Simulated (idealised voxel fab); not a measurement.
The process module that follows is named voxel self aligned vias.
In the cross-section labelled cut, the width is 280 nm and each square cell is 5 nm.
In this document a cross-section is written as a grid of square cells. It is given as a series of bands, listed from the top down, and a band is one or more rows of cells.
Per band: top height and bottom height in nm, followed by the left-to-right materials and their widths in nm; "full width" marks a single material spanning edge to edge, "empty" marks empty space.
Heads up on the height convention: 0 is the point under which the incoming wafer is all one material, and the lowest band has no bottom, it just keeps going down, like "z 0 and below".
Width: "30 to 40" (first number = top row, second number = bottom row, same change from row to row of cells).
For the purposes of this document, the phrase "no change" attached to a step denotes that no cell within the cross-section was modified by that step.
For the entry "Enclosed void entries", the listed items are empty spaces with no open way to the top whose size is 8 cells or more; each item follows the pattern width x height at distance, where distance is from the left edge and all three are in nm.
Post-settings text on a step line: simulator's own remark regarding the step.
overlay nm: step with mask; distance mask lay right of planned place; negative value = left of planned place.

Planned step list for the process
1,RECEIVE,material Si
2,CONFORMAL_DEP,material SiO2,thk nm 15
3,CONFORMAL_DEP,material SiCN,thk nm 5
4,DIRECTIONAL_DEP,material SiO2,thk nm 30
5,MASKED_ETCH,tone open,mask id LINES,width nm 30,pitch nm 65,etch materials SiO2,depth nm 30,overlay nm 0
6,CONFORMAL_DEP,material TiN,thk nm 5
7,FILL_DEP,material Ru,thk nm 5
8,CMP,height nm 50
9,SELECTIVE_ETCH,etch materials W Ru TiN,depth nm 5
10,FILL_DEP,material SiN,thk nm 5
11,CMP,height nm 50
12,DIRECTIONAL_DEP,material SiO2,thk nm 15
13,MASKED_ETCH,tone open,mask id VIAS,width nm 40,pitch nm 130,etch materials SiO2,depth nm 15,overlay nm 0
14,MASKED_ETCH,tone open,mask id VIAS,width nm 40,pitch nm 130,etch materials SiN,depth nm 5,overlay nm 0
15,CONFORMAL_DEP,material TiN,thk nm 5
16,FILL_DEP,material Ru,thk nm 5
17,CMP,height nm 65
18,CONFORMAL_DEP,material SiN,thk nm 5

So, the first of our two wafers, run just as we planned it

As-received state of the wafer in cross-section, equivalent to post-step 1
* z 0 and below | Si full width
* Enclosed void entries: none

Step 2 complete: cross-section through the wafer
* z 15 to 0 | SiO2 full width
* Below 0 it's all the same as before, nothing changed down there.

Step 3 complete: cross-section through the wafer
* z 20 to 15 | SiCN full width
* Below 15 it's all the same as before, nothing changed down there.

Step 4 complete: cross-section through the wafer
* z 50 to 20 | SiO2 full width
* Below 20 it's all the same as before, nothing changed down there.

Step 5 complete: cross-section through the wafer
* z 50 to 20 | SiO2 (60)  empty (30)  SiO2 (35)  empty (30)  SiO2 (35)  empty (30)  SiO2 (60)
* Below 20 it's all the same as before, nothing changed down there.

Step 6 complete: cross-section through the wafer
* z 55 to 50 | TiN (65)  empty (20)  TiN (45)  empty (20)  TiN (45)  empty (20)  TiN (65)
* z 50 to 25 | SiO2 (60)  TiN (5)  empty (20)  TiN (5)  SiO2 (35)  TiN (5)  empty (20)  TiN (5)  SiO2 (35)  TiN (5)  empty (20)  TiN (5)  SiO2 (60)
* z 25 to 20 | SiO2 (60)  TiN (30)  SiO2 (35)  TiN (30)  SiO2 (35)  TiN (30)  SiO2 (60)
* Below 20 it's all the same as before, nothing changed down there.

Step 7 complete: cross-section through the wafer
* z 60 to 55 | Ru full width
* z 55 to 50 | TiN (65)  Ru (20)  TiN (45)  Ru (20)  TiN (45)  Ru (20)  TiN (65)
* z 50 to 25 | SiO2 (60)  TiN (5)  Ru (20)  TiN (5)  SiO2 (35)  TiN (5)  Ru (20)  TiN (5)  SiO2 (35)  TiN (5)  Ru (20)  TiN (5)  SiO2 (60)
* Below 25 it's all the same as before, nothing changed down there.

Step 8 complete: cross-section through the wafer
* z 50 to 25 | SiO2 (60)  TiN (5)  Ru (20)  TiN (5)  SiO2 (35)  TiN (5)  Ru (20)  TiN (5)  SiO2 (35)  TiN (5)  Ru (20)  TiN (5)  SiO2 (60)
* Below 25 it's all the same as before, nothing changed down there.

Step 9 complete: cross-section through the wafer
* z 50 to 45 | SiO2 (60)  empty (30)  SiO2 (35)  empty (30)  SiO2 (35)  empty (30)  SiO2 (60)
* Below 45 it's all the same as before, nothing changed down there.

Step 10 complete: cross-section through the wafer
* z 55 to 50 | SiN full width
* z 50 to 45 | SiO2 (60)  SiN (30)  SiO2 (35)  SiN (30)  SiO2 (35)  SiN (30)  SiO2 (60)
* Below 45 it's all the same as before, nothing changed down there.

Step 11 complete: cross-section through the wafer
* z 50 to 45 | SiO2 (60)  SiN (30)  SiO2 (35)  SiN (30)  SiO2 (35)  SiN (30)  SiO2 (60)
* Below 45 it's all the same as before, nothing changed down there.

Step 12 complete: cross-section through the wafer
* z 65 to 50 | SiO2 full width
* Below 50 it's all the same as before, nothing changed down there.

Step 13 complete: cross-section through the wafer
* z 65 to 50 | SiO2 (55)  empty (40)  SiO2 (90)  empty (40)  SiO2 (55)
* Below 50 it's all the same as before, nothing changed down there.

Step 14 complete: cross-section through the wafer
* z 65 to 50 | SiO2 (55)  empty (40)  SiO2 (90)  empty (40)  SiO2 (55)
* z 50 to 45 | SiO2 (60)  empty (30)  SiO2 (35)  SiN (30)  SiO2 (35)  empty (30)  SiO2 (60)
* Below 45 it's all the same as before, nothing changed down there.

Step 15 complete: cross-section through the wafer
* z 70 to 65 | TiN (60)  empty (30)  TiN (100)  empty (30)  TiN (60)
* z 65 to 55 | SiO2 (55)  TiN (5)  empty (30)  TiN (5)  SiO2 (90)  TiN (5)  empty (30)  TiN (5)  SiO2 (55)
* z 55 to 50 | SiO2 (55)  TiN (10)  empty (20)  TiN (10)  SiO2 (90)  TiN (10)  empty (20)  TiN (10)  SiO2 (55)
* z 50 to 45 | SiO2 (60)  TiN (30)  SiO2 (35)  SiN (30)  SiO2 (35)  TiN (30)  SiO2 (60)
* Below 45 it's all the same as before, nothing changed down there.

Step 16 complete: cross-section through the wafer
* z 75 to 70 | Ru full width
* z 70 to 65 | TiN (60)  Ru (30)  TiN (100)  Ru (30)  TiN (60)
* z 65 to 55 | SiO2 (55)  TiN (5)  Ru (30)  TiN (5)  SiO2 (90)  TiN (5)  Ru (30)  TiN (5)  SiO2 (55)
* z 55 to 50 | SiO2 (55)  TiN (10)  Ru (20)  TiN (10)  SiO2 (90)  TiN (10)  Ru (20)  TiN (10)  SiO2 (55)
* Below 50 it's all the same as before, nothing changed down there.

Step 17 complete: cross-section through the wafer
* z 65 to 55 | SiO2 (55)  TiN (5)  Ru (30)  TiN (5)  SiO2 (90)  TiN (5)  Ru (30)  TiN (5)  SiO2 (55)
* Below 55 it's all the same as before, nothing changed down there.

Step 18 complete: cross-section through the wafer
* z 70 to 65 | SiN full width
* Below 65 it's all the same as before, nothing changed down there.

Second wafer - shared start and plan with the first - one error in running - same as the first up to step 11 inclusive

Cross-sectional view of the second wafer at the intended end time of process step 12
* z 50 to 45 | SiO2 (55)  empty (5)  SiN (30)  empty (5)  SiO2 (30)  SiN (30)  SiO2 (30)  empty (5)  SiN (30)  empty (5)  SiO2 (55)
* z 45 to 35 | SiO2 (55)  empty (5)  TiN (5)  Ru (20)  TiN (5)  empty (5)  SiO2 (30)  TiN (5)  Ru (20)  TiN (5)  SiO2 (30)  empty (5)  TiN (5)  Ru (20)  TiN (5)  empty (5)  SiO2 (55)
* Below 35 it's all the same as before, nothing changed down there.

Cross-sectional view of the second wafer at the intended end time of process step 13
* z 65 to 50 | SiO2 (55)  empty (5)  SiO2 (30)  empty (5)  SiO2 (90)  empty (5)  SiO2 (30)  empty (5)  SiO2 (55)
* z 50 to 45 | SiO2 (60)  SiN (30)  SiO2 (35)  SiN (30)  SiO2 (35)  SiN (30)  SiO2 (60)
* z 45 to 25 | SiO2 (60)  TiN (5)  Ru (20)  TiN (5)  SiO2 (35)  TiN (5)  Ru (20)  TiN (5)  SiO2 (35)  TiN (5)  Ru (20)  TiN (5)  SiO2 (60)
* Below 25 it's all the same as before, nothing changed down there.

Cross-sectional view of the second wafer at the intended end time of process step 14: no change

Cross-sectional view of the second wafer at the intended end time of process step 15
* z 70 to 65 | TiN full width
* z 65 to 50 | SiO2 (55)  TiN (5)  SiO2 (30)  TiN (5)  SiO2 (90)  TiN (5)  SiO2 (30)  TiN (5)  SiO2 (55)
* Below 50 it's all the same as before, nothing changed down there.

Cross-sectional view of the second wafer at the intended end time of process step 16
* z 75 to 70 | Ru full width
* Below 70 it's all the same as before, nothing changed down there.

Cross-sectional view of the second wafer at the intended end time of process step 17
* z 65 to 50 | SiO2 (55)  TiN (5)  SiO2 (30)  TiN (5)  SiO2 (90)  TiN (5)  SiO2 (30)  TiN (5)  SiO2 (55)
* Below 50 it's all the same as before, nothing changed down there.

Cross-sectional view of the second wafer at the intended end time of process step 18
* z 70 to 65 | SiN full width
* Below 65 it's all the same as before, nothing changed down there.
Which mistake was made when the wafer was run? it was found that steps 12 and 13 of the process plan had been performed in exchanged positions
The final cell counts differ between the wafers, with the second having more or fewer of some materials than the first: Ru: 32 fewer, SiN: 12 more, SiO2: 36 more, TiN: 16 fewer
